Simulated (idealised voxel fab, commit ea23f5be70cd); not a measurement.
The process module presented herein is designated voxel capacitor over wiring.
The cross-section shown here is cut; it is 170 nm wide and divided into square cells measuring 5 nm on a side.
A cross-section is written here as square cells arranged in a grid, and it is given in bands from the top down, each band taking up one or more rows of cells.
The entry gives the band's vertical extent as a top height and a bottom height in nm, then its horizontal make-up as materials from left to right, each with a width in nm. "empty" stands for empty space; a single material marked "edge to edge" fills the band edge to edge.
Heights are expressed relative to 0, this being the level below which the as-received wafer comprises one material exclusively. The lowest band is unbounded in the downward direction and is denoted as in "top 0, no bottom".
When a width is written as two numbers, as in "30 to 40", the first number is the width in the top row of cells of the band and the second is the width in its bottom row, and the width changes by the same amount from each row to the next.
A step reported as "nothing got changed" is a step in which no cell of the cross-section changed.
In "Catalogued sealed voids" the enclosed voids are listed, meaning empty spaces of 8 cells or larger without any opening to the top. The form is width x height at distance, distance from the left edge, units nm.
The remark found on a step's line after its settings is issued by the simulator itself and pertains to that step.
Regarding "overlay nm": on a step with a mask, it is the distance the mask lay to the right of its planned place; a negative value places it to the left.
The planned process steps are enumerated hereunder:
1) RECEIVE | material Si
2) CONFORMAL_DEP | material SiO2 | thk nm 10
3) DIRECTIONAL_DEP | material TiN | thk nm 5
4) DIRECTIONAL_DEP | material Ru | thk nm 15
5) MASKED_ETCH | tone cover | mask id METAL_1 | width nm 25 | pitch nm 80 | etch materials Ru | depth nm 15 | overlay nm 0
6) MASKED_ETCH | tone cover | mask id METAL_1 | width nm 25 | pitch nm 80 | etch materials TiN | depth nm 5 | overlay nm 0
7) CONFORMAL_DEP | material SiCN | thk nm 5
8) FILL_DEP | material lowk | thk nm 10
9) CMP | height nm 30
10) CONFORMAL_DEP | material SiCN | thk nm 5
11) DIRECTIONAL_DEP | material lowk | thk nm 15
12) PATTERN | tone open | mask id PLUG_1 | material resist | width nm 15 | thk nm 15 | overlay nm 0
13) DIRECTIONAL_ETCH | etch materials lowk | depth nm 15
14) DIRECTIONAL_ETCH | etch materials SiCN | depth nm 5
15) STRIP | etch materials resist
16) CONFORMAL_DEP | material TiN | thk nm 5
17) FILL_DEP | material Ru | thk nm 5
18) CMP | height nm 50
19) DIRECTIONAL_DEP | material TiN | thk nm 10
20) DIRECTIONAL_DEP | material SiN | thk nm 5
21) DIRECTIONAL_DEP | material TiN | thk nm 10
22) PATTERN | tone cover | mask id UPPER_PLATE | material resist | width nm 60 | thk nm 15 | overlay nm 0
23) DIRECTIONAL_ETCH | etch materials TiN | depth nm 10
24) DIRECTIONAL_ETCH | etch materials SiN | depth nm 5
25) STRIP | etch materials resist
26) DIRECTIONAL_DEP | material aC | thk nm 10
27) PATTERN | tone cover | mask id LOWER_PLATE | material resist | width nm 70 | thk nm 25 | overlay nm 0
28) DIRECTIONAL_ETCH | etch materials aC | depth nm 10
29) STRIP | etch materials resist
30) DIRECTIONAL_ETCH | etch materials TiN | depth nm 10
31) STRIP | etch materials aC
32) FILL_DEP | material SiO2 | thk nm 15
33) CMP | height nm 85
34) DIRECTIONAL_DEP | material aC | thk nm 15
35) PATTERN | tone open | mask id PLUG_2 | material resist | width nm 15 | thk nm 30 | overlay nm 0
36) DIRECTIONAL_ETCH | etch materials aC | depth nm 15
37) STRIP | etch materials resist
38) DIRECTIONAL_ETCH | etch materials SiO2 | depth nm 10
39) STRIP | etch materials aC
40) CONFORMAL_DEP | material TiN | thk nm 5
41) FILL_DEP | material Ru | thk nm 10
42) CMP | height nm 85
43) CONFORMAL_DEP | material SiCN | thk nm 5
Incoming wafer in cross-section (state: after step 1):
* top 0, no bottom | Si edge to edge
* Catalogued sealed voids: none
Cross-sectional image of the first of two wafers at the end of the module, the run having proceeded as planned:
* top 90, bottom 85 | SiCN edge to edge
* top 85, bottom 80 | SiO2: 50, then TiN: 5, then Ru: 5, then TiN: 5, then SiO2: 105
* top 80, bottom 75 | SiO2: 50, then TiN: 15, then SiO2: 105
* top 75, bottom 65 | SiO2: 40, then TiN: 60, then SiO2: 70
* top 65, bottom 60 | SiO2: 40, then SiN: 60, then SiO2: 70
* top 60, bottom 50 | SiO2: 35, then TiN: 70, then SiO2: 65
* top 50, bottom 35 | lowk: 40, then TiN: 5, then Ru: 5, then TiN: 5, then lowk: 115
* top 35, bottom 30 | SiCN: 40, then TiN: 15, then SiCN: 115
* top 30, bottom 15 | lowk: 25, then SiCN: 5, then Ru: 25, then SiCN: 5, then lowk: 45, then SiCN: 5, then Ru: 25, then SiCN: 5, then lowk: 30
* top 15, bottom 10 | SiCN: 30, then TiN: 25, then SiCN: 55, then TiN: 25, then SiCN: 35
* top 10, bottom 0 | SiO2 edge to edge
* top 0, no bottom | Si edge to edge
* Catalogued sealed voids: none
This is the second of the two wafers, cross-sectioned at the end of the module; it started exactly like the first and was given the same plan, but it was run with one mistake:
* top 90, bottom 85 | SiCN edge to edge
* top 85, bottom 80 | SiO2: 50, then TiN: 5, then Ru: 5, then TiN: 5, then SiO2: 105
* top 80, bottom 75 | SiO2: 50, then TiN: 15, then SiO2: 105
* top 75, bottom 65 | SiO2: 40, then TiN: 60, then SiO2: 70
* top 65, bottom 60 | SiO2: 40, then SiN: 60, then SiO2: 70
* top 60, bottom 50 | SiO2: 35, then TiN: 70, then SiO2: 65
* top 50, bottom 35 | lowk: 40, then TiN: 5, then aC: 5, then TiN: 5, then lowk: 115
* top 35, bottom 30 | SiCN: 40, then TiN: 15, then SiCN: 115
* top 30, bottom 15 | lowk: 25, then SiCN: 5, then Ru: 25, then SiCN: 5, then lowk: 45, then SiCN: 5, then Ru: 25, then SiCN: 5, then lowk: 30
* top 15, bottom 10 | SiCN: 30, then TiN: 25, then SiCN: 55, then TiN: 25, then SiCN: 35
* top 10, bottom 0 | SiO2 edge to edge
* top 0, no bottom | Si edge to edge
* Catalogued sealed voids: none
Here's what went sideways: not per plan at step 17, really ran FILL_DEP | material aC | thk nm 5
The final cell counts differ between the wafers, with the second having more or fewer of some materials than the first: -3 Ru; +3 aC
